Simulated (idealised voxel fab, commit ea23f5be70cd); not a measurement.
Process module under the name voxel released beams
The width of the displayed cross-section, cut, is 250 nm; its cells are square, with a size of 5 nm.
Throughout this document, each cross-section is represented as a grid of square cells and is presented as a sequence of bands enumerated from the top downward, where a band comprises one or more rows of cells. Per band: top height and bottom height in nm, followed by the left-to-right materials and their widths in nm; "edge to edge" marks a single material spanning edge to edge, "blank" marks empty space. A quick word on heights: they are counted from 0, and under that level the wafer as it came to us is one material throughout. The lowest band is different from the rest in having no bottom; it simply continues downward, written as in "z 0 and below". Think of "30->40" as a width that walks from the first number to the second as you go down the band, top row to bottom row, taking equal-sized steps from row to row. "nothing got changed" for a step: no cell of the cross-section changed in that step. You'll see "Catalogued sealed voids" listing empty spaces that have no way open to the top, as long as they're 8 cells or more; the notation is width x height at distance, where the distance is from the left edge, and all of it is in nm. If you see something after the settings on a step's line, that's the simulator's own remark about that step. overlay nm: right-of-plan distance of the mask on a masked step; negative values mean left-of-plan.
# Steps in the process plan
1. RECEIVE,material Si
2. CONFORMAL_DEP,material SiN,thk nm 10
3. DIRECTIONAL_DEP,material SiO2,thk nm 10
4. PATTERN,tone open,mask id ANCHOR,material resist,width nm 25,thk nm 15,overlay nm 0
5. DIRECTIONAL_ETCH,etch materials SiO2,depth nm 10
6. STRIP,etch materials resist
7. CONFORMAL_DEP,material polySi,thk nm 10
8. PATTERN,tone cover,mask id BEAM,material resist,width nm 100,thk nm 20,overlay nm 0
9. DIRECTIONAL_ETCH,etch materials polySi,depth nm 10
10. STRIP,etch materials resist
11. STRIP,etch materials SiO2
# Incoming wafer, cross-sectional view, post step 1
* z 0 and below = Si edge to edge
* Catalogued sealed voids: none
# Cross-section at module end, one run error; start and plan unchanged from above
* z 30 to 20 = 70 nm blank / 15 nm polySi / 5 nm blank / 80 nm polySi / 80 nm blank
* z 20 to 10 = 75 nm blank / 25 nm polySi / 150 nm blank
* z 10 to 0 = polySi edge to edge
* z 0 and below = Si edge to edge
* Catalogued sealed voids: none
Deviation noted in wafer processing: step 2 changed vs plan, executed as CONFORMAL_DEP,material polySi,thk nm 10
